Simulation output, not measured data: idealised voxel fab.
process module | voxel released beams
cross-section cut | 140 nm wide | cells 5 nm
A cross-section is a grid of square cells, given in bands from the top down. A band is one or more rows of cells.
Each band's line starts with the height of the band's top and of its bottom, in nm. Then come its materials from left to right, each with its width in nm. One material with "throughout" fills the band from edge to edge. "air" is empty space.
Height 0 is the level under which the wafer as received is all one material. The lowest band goes on downwards, as in "0 down".
A width such as "30 to 40" changes by the same amount from each row of cells to the next, from the band's top row to its bottom row.
"no change" after a step means that no cell of the cross-section changed.
closed voids: empty space of 8 cells or more with no open way to the top, each as width x height at its distance from the left edge, in nm
after a step's settings: what the simulator itself notes on the step
overlay nm, on a step with a mask: how far to the right of its planned place the mask lay; to the left if negative
plan
1 op RECEIVE | material Si
2 op CONFORMAL_DEP | material Al2O3 | thk nm 5
3 op DIRECTIONAL_DEP | material SiO2 | thk nm 15
4 op PATTERN | tone open | mask id ANCHOR | material resist | width nm 30 | thk nm 15 | overlay nm 0
5 op DIRECTIONAL_ETCH | etch materials SiO2 | depth nm 15
6 op STRIP | etch materials resist
7 op CONFORMAL_DEP | material W | thk nm 10
8 op MASKED_ETCH | tone cover | mask id BEAM | width nm 85 | etch materials W | depth nm 10 | overlay nm 0
9 op STRIP | etch materials SiO2
first wafer, as planned
as received, after step 1
  0 down: Si throughout
  closed voids: none
after step 2
  5 to 0: Al2O3 throughout
  below 0: unchanged
after step 3
  20 to 5: SiO2 throughout
  below 5: unchanged
after step 4
  35 to 20: resist 30 | air 30 | resist 80
  below 20: unchanged
after step 5
  35 to 20: resist 30 | air 30 | resist 80
  20 to 5: SiO2 30 | air 30 | SiO2 80
  below 5: unchanged
after step 6
  20 to 5: SiO2 30 | air 30 | SiO2 80
  below 5: unchanged
after step 7
  30 to 20: W 40 | air 10 | W 90
  20 to 15: SiO2 30 | W 10 | air 10 | W 10 | SiO2 80
  15 to 5: SiO2 30 | W 30 | SiO2 80
  below 5: unchanged
after step 8
  30 to 20: air 25 | W 15 | air 10 | W 60 | air 30
  below 20: unchanged
after step 9
  30 to 20: air 25 | W 15 | air 10 | W 60 | air 30
  20 to 15: air 30 | W 10 | air 10 | W 10 | air 80
  15 to 5: air 30 | W 30 | air 80
  below 5: unchanged
second wafer: like start, like plan, one mistake. Through step 1 it matches the first wafer
when step 2 should have ended
  15 to 0: SiO2 throughout
  below 0: unchanged
when step 3 should have ended
  20 to 15: Al2O3 throughout
  below 15: unchanged
when step 4 should have ended
  35 to 20: resist 30 | air 30 | resist 80
  below 20: unchanged
when step 5 should have ended: no change
when step 6 should have ended
  20 to 15: Al2O3 throughout
  below 15: unchanged
when step 7 should have ended
  30 to 20: W throughout
  below 20: unchanged
when step 8 should have ended
  30 to 20: air 25 | W 85 | air 30
  below 20: unchanged
when step 9 should have ended: no change
what went wrong: steps 2 and 3 were swapped
at the end the second wafer has, in cells: 84 more of SiO2 | 12 fewer of W
